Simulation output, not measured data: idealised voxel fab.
Process module under the name voxel quadruple lines
Shown is cross-section cut, with a width of 175 nm and square cells of size 5 nm.
Throughout this document, each cross-section is represented as a grid of square cells and is presented as a sequence of bands enumerated from the top downward, where a band comprises one or more rows of cells.
Within each band entry, the heights of the top and of the bottom of the band appear first, in that order and in nm; the materials of the band then follow from left to right, each with its corresponding width in nm. The designation "edge to edge" on a single material indicates that it fills the band from edge to edge; the designation "air" indicates empty space.
Heights are measured from 0, the level below which the as-received wafer is all one material; the lowest band has no bottom and continues downward, written as in "from 0 down".
You'd read "30..40" like this: the band's top row of cells is as wide as the first number, its bottom row is as wide as the second, and going down, every row changes width by the same amount as the row before did.
"all unchanged", as given for a step, is the statement that not any cell of the cross-section underwent a change during that step.
The label "Trapped voids" introduces a list of the empty spaces, 8 cells or larger, that have no open way up to the top; each entry in it reads width x height at distance, where the distance is taken from the left edge and all three are stated in nm.
That trailing text on a step's line, after the settings, is the simulator's own remark on the step.
overlay nm: for a step with a mask, the amount by which the mask lay right of where it was planned; a negative amount means left of it.
Process steps - plan:
| 1 | RECEIVE | material Si |
| 2 | CONFORMAL_DEP | material SiO2 | thk nm 5 |
| 3 | DIRECTIONAL_DEP | material TiN | thk nm 15 |
| 4 | DIRECTIONAL_DEP | material polySi | thk nm 15 |
| 5 | DIRECTIONAL_DEP | material aC | thk nm 20 |
| 6 | PATTERN | tone cover | mask id MANDREL | material resist | width nm 35 | thk nm 30 | overlay nm 0 |
| 7 | DIRECTIONAL_ETCH | etch materials aC | depth nm 20 |
| 8 | STRIP | etch materials resist |
| 9 | CONFORMAL_DEP | material SiO2 | thk nm 15 |
| 10 | DIRECTIONAL_ETCH | etch materials SiO2 | depth nm 15 |
| 11 | STRIP | etch materials aC |
| 12 | DIRECTIONAL_ETCH | etch materials polySi | depth nm 15 |
| 13 | STRIP | etch materials SiO2 |
| 14 | CONFORMAL_DEP | material SiCN | thk nm 10 |
| 15 | DIRECTIONAL_ETCH | etch materials SiCN | depth nm 10 |
| 16 | STRIP | etch materials polySi |
| 17 | DIRECTIONAL_ETCH | etch materials TiN | depth nm 15 |
| 18 | STRIP | etch materials SiCN |
| 19 | FILL_DEP | material SiO2 | thk nm 5 |
| 20 | CMP | height nm 20 |
Cross-section of the wafer as it came to us, i.e., already through step 1:
    from 0 down = Si edge to edge
    Trapped voids: none
The module was run from the start shown above using the plan shown above, but one mistake was made doing it; the resulting wafer cross-section is below:
    from 20 to 5 = polySi edge to edge
    from 5 to 0 = SiO2 edge to edge
    from 0 down = Si edge to edge
    Trapped voids: none
Finding, execution versus plan: contrary to the plan, steps 3 and 4 were processed in exchanged order
